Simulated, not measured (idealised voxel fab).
The name of this process module is voxel local oxidation.
Shown is cross-section cut, with a width of 205 nm and square cells of size 5 nm.
How to read a cross-section here: the picture is a grid of square cells, written as bands going from the top down, and any band can span one or more rows of cells.
It is stipulated that each band's entry specify, in nanometres, the height of the top of the band and then that of its bottom, followed by the materials of the band in left-to-right sequence, each together with its width in nanometres. A single material marked by the word "throughout" is understood to fill the band from edge to edge; the word "air" is understood to denote empty space.
The reference from which all heights are counted is 0, the level beneath which the as-received wafer is entirely one material; the lowest band, having no lower bound, proceeds downward and is written after the example "z 0 and below".
The expression "30 to 40" gives the width at the extremes of the band, the first number at its top row of cells and the second at its bottom row, with the width changing by equal amounts from each row to the next in between.
The designation "nothing was modified", where it is given for a processing step, indicates that no cell of the cross-section was altered in the course of that step.
The list in "Entrapped voids" covers empty spaces of 8 cells or more that cannot reach the top through any open way, and it gives each as width x height at distance; the distance is from the left edge, and width, height and distance are in nm.
Past the settings on a step's line: simulator remark, on that step.
You can add "overlay nm" to a step's line. For a step with a mask, it describes how far the mask lay to the right of its planned position, and a negative number describes a lay to the left.

**List of planned process steps**
step 1: RECEIVE (material Si)
step 2: OXIDIZE (depth nm 5)
step 3: CONFORMAL_DEP (material SiN; thk nm 15)
step 4: DIRECTIONAL_DEP (material aC; thk nm 15)
step 5: PATTERN (tone cover; mask id ACTIVE; material resist; width nm 130; thk nm 35; overlay nm 0)
step 6: DIRECTIONAL_ETCH (etch materials aC; depth nm 15)
step 7: STRIP (etch materials resist)
step 8: DIRECTIONAL_ETCH (etch materials SiN; depth nm 15)
step 9: STRIP (etch materials aC)
step 10: SELECTIVE_ETCH (etch materials SiO2; depth nm 5)
step 11: OXIDIZE (depth nm 15)
step 12: STRIP (etch materials SiN)

**Incoming wafer in cross-section (state: after step 1)**
	z 0 and below | Si throughout
	Entrapped voids: none

**Wafer cross-section at module end: first of two, run to plan**
	z 0 to -5 | air 40 nm / SiO2 120 nm / air 45 nm
	z -5 to -20 | SiO2 55 nm / Si 90 nm / SiO2 60 nm
	z -20 and below | Si throughout
	Entrapped voids: none

**Cross-sectional view: second of two wafers, end of module; start and plan identical to the first, one mistake in running**
	z 25 to 15 | SiO2 throughout
	z 15 to 0 | SiN throughout
	z 0 to -5 | SiO2 throughout
	z -5 and below | Si throughout
	Entrapped voids: none
In executing the process, a mistake was made relative to the plan: step 4 changed vs plan, executed as DIRECTIONAL_DEP (material SiO2; thk nm 15)
Bottom line after processing is that, in cells, the second wafer is up or down on some materials versus the first: Si +69, SiN +123, SiO2 +30
